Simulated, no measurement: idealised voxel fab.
process module | voxel trench capacitor
cross-section cut | 230 nm wide | cells 5 nm
A cross-section is a grid of square cells, given in bands from the top down. A band is one or more rows of cells.
Each band's line starts with the height of the band's top and of its bottom, in nm. Then come its materials from left to right, each with its width in nm. One material with "throughout" fills the band from edge to edge. "air" is empty space.
Height 0 is the level under which the wafer as received is all one material. The lowest band goes on downwards, as in "0 down".
A width such as "30 to 40" changes by the same amount from each row of cells to the next, from the band's top row to its bottom row.
"no change" after a step means that no cell of the cross-section changed.
closed voids: empty space of 8 cells or more with no open way to the top, each as width x height at its distance from the left edge, in nm
after a step's settings: what the simulator itself notes on the step
overlay nm, on a step with a mask: how far to the right of its planned place the mask lay; to the left if negative
plan
1 op RECEIVE | material Si
2 op CONFORMAL_DEP | material SiN | thk nm 10
3 op MASKED_ETCH | tone open | mask id TRENCH | width nm 20 | pitch nm 45 | etch materials SiN | depth nm 10 | overlay nm 0
4 op MASKED_ETCH | tone open | mask id TRENCH | width nm 20 | pitch nm 45 | etch materials Si | depth nm 25 | overlay nm 0
5 op CONFORMAL_DEP | material SiO2 | thk nm 5
6 op FILL_DEP | material polySi | thk nm 10
7 op CMP | height nm 10
first wafer, as planned
as received, after step 1
  0 down: Si throughout
  closed voids: none
after step 2
  10 to 0: SiN throughout
  below 0: unchanged
after step 3
  10 to 0: SiN 60 | air 20 | SiN 25 | air 20 | SiN 25 | air 20 | SiN 60
  below 0: unchanged
after step 4
  10 to 0: SiN 60 | air 20 | SiN 25 | air 20 | SiN 25 | air 20 | SiN 60
  0 to -25: Si 60 | air 20 | Si 25 | air 20 | Si 25 | air 20 | Si 60
  below -25: unchanged
after step 5
  15 to 10: SiO2 65 | air 10 | SiO2 35 | air 10 | SiO2 35 | air 10 | SiO2 65
  10 to 0: SiN 60 | SiO2 5 | air 10 | SiO2 5 | SiN 25 | SiO2 5 | air 10 | SiO2 5 | SiN 25 | SiO2 5 | air 10 | SiO2 5 | SiN 60
  0 to -20: Si 60 | SiO2 5 | air 10 | SiO2 5 | Si 25 | SiO2 5 | air 10 | SiO2 5 | Si 25 | SiO2 5 | air 10 | SiO2 5 | Si 60
  -20 to -25: Si 60 | SiO2 20 | Si 25 | SiO2 20 | Si 25 | SiO2 20 | Si 60
  below -25: unchanged
after step 6
  25 to 15: polySi throughout
  15 to 10: SiO2 65 | polySi 10 | SiO2 35 | polySi 10 | SiO2 35 | polySi 10 | SiO2 65
  10 to 0: SiN 60 | SiO2 5 | polySi 10 | SiO2 5 | SiN 25 | SiO2 5 | polySi 10 | SiO2 5 | SiN 25 | SiO2 5 | polySi 10 | SiO2 5 | SiN 60
  0 to -20: Si 60 | SiO2 5 | polySi 10 | SiO2 5 | Si 25 | SiO2 5 | polySi 10 | SiO2 5 | Si 25 | SiO2 5 | polySi 10 | SiO2 5 | Si 60
  below -20: unchanged
after step 7
  10 to 0: SiN 60 | SiO2 5 | polySi 10 | SiO2 5 | SiN 25 | SiO2 5 | polySi 10 | SiO2 5 | SiN 25 | SiO2 5 | polySi 10 | SiO2 5 | SiN 60
  below 0: unchanged
second wafer: like start, like plan, one mistake. Through step 6 it matches the first wafer
when step 7 should have ended: no change
what went wrong: step 7 was left out
at the end the second wafer has, in cells: 40 more of SiO2 | 98 more of polySi
